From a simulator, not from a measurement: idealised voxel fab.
The following is a process module called voxel capacitor over wiring.
Square cell edge 5 nm, section width 215 nm, ID cut.
In what follows, cross-sections appear as grids of square cells, described through bands that run from the top down, where every band is one or more rows of cells. For a band, the entry starts with two heights in nm, that of the top and then that of the bottom, and carries on with the band's materials in order from left to right, each alongside its width in nm; the word "edge to edge" beside a single material means it fills the band edge to edge, and "empty" means empty space. Convention: height 0 is the level below which the wafer, as received, is all one material. The lowest band does not terminate at the bottom but continues downward, represented as "z 0 and below". The two numbers in a width such as "30 to 40" mark its ends across the band: the first belongs to the top row of cells, the second to the bottom row, and from each row to the next the width moves by the same amount. "changes: none" means the step left every cell of the cross-section as it was. The entry "Fully enclosed voids" lists the empty spaces that cover at least 8 cells and have no open path to the top. Each is written as width x height at distance, where the distance is measured from the left edge and all three values are in nm. Step line, after settings: the simulator's comment on this step. What "overlay nm" on a step's line means: if the step has a mask, that mask lay this far to the right of its planned place, or, when the value is negative, to the left.

### plan
1) op RECEIVE | material Si
2) op CONFORMAL_DEP | material SiO2 | thk nm 15
3) op DIRECTIONAL_DEP | material TiN | thk nm 5
4) op DIRECTIONAL_DEP | material W | thk nm 20
5) op MASKED_ETCH | tone cover | mask id METAL_1 | width nm 20 | pitch nm 90 | etch materials W | depth nm 20 | overlay nm 0
6) op MASKED_ETCH | tone cover | mask id METAL_1 | width nm 20 | pitch nm 90 | etch materials TiN | depth nm 5 | overlay nm 0
7) op FILL_DEP | material SiO2 | thk nm 10
8) op CMP | height nm 40
9) op CONFORMAL_DEP | material SiCN | thk nm 5
10) op DIRECTIONAL_DEP | material SiO2 | thk nm 15
11) op MASKED_ETCH | tone open | mask id PLUG_1 | width nm 15 | etch materials SiO2 | depth nm 15 | overlay nm 0
12) op MASKED_ETCH | tone open | mask id PLUG_1 | width nm 15 | etch materials SiCN | depth nm 5 | overlay nm 0
13) op CONFORMAL_DEP | material TiN | thk nm 5
14) op FILL_DEP | material Ru | thk nm 5
15) op CMP | height nm 60
16) op DIRECTIONAL_DEP | material TiN | thk nm 5
17) op DIRECTIONAL_DEP | material HfO2 | thk nm 5
18) op DIRECTIONAL_DEP | material TiN | thk nm 5
19) op PATTERN | tone cover | mask id UPPER_PLATE | material resist | width nm 75 | thk nm 20 | overlay nm 0
20) op DIRECTIONAL_ETCH | etch materials TiN | depth nm 5
21) op DIRECTIONAL_ETCH | etch materials HfO2 | depth nm 5
22) op STRIP | etch materials resist
23) op MASKED_ETCH | tone cover | mask id LOWER_PLATE | width nm 85 | etch materials TiN | depth nm 5 | overlay nm 0
24) op FILL_DEP | material SiO2 | thk nm 15
25) op CMP | height nm 85
26) op MASKED_ETCH | tone open | mask id PLUG_2 | width nm 15 | etch materials SiO2 | depth nm 10 | overlay nm 0
27) op CONFORMAL_DEP | material TiN | thk nm 5
28) op FILL_DEP | material W | thk nm 10
29) op CMP | height nm 85
30) op CONFORMAL_DEP | material SiN | thk nm 5

### Received-state cross-section, reflecting completion of step 1
    z 0 and below | Si edge to edge
    Fully enclosed voids: none

### End-of-module cross-section. Starting structure and process plan as above; one mistake made in running it
    z 90 to 85 | SiN edge to edge
    z 85 to 80 | 65 SiO2  5 TiN  5 W  5 TiN  135 SiO2
    z 80 to 70 | 65 to 60 SiO2  15 to 65 TiN  135 to 90 SiO2
    z 70 to 65 | 60 SiO2  65 HfO2  90 SiO2
    z 65 to 60 | 50 SiO2  85 TiN  80 SiO2
    z 60 to 45 | 55 SiO2  5 TiN  5 Ru  5 TiN  145 SiO2
    z 45 to 40 | 55 SiCN  15 TiN  145 SiCN
    z 40 to 20 | 50 SiO2  20 W  70 SiO2  20 W  55 SiO2
    z 20 to 15 | 50 SiO2  20 TiN  70 SiO2  20 TiN  55 SiO2
    z 15 to 0 | SiO2 edge to edge
    z 0 and below | Si edge to edge
    Fully enclosed voids: none
Misprocessing identified: step 19 ran as: op PATTERN | tone cover | mask id UPPER_PLATE | material resist | width nm 65 | thk nm 20 | overlay nm 0
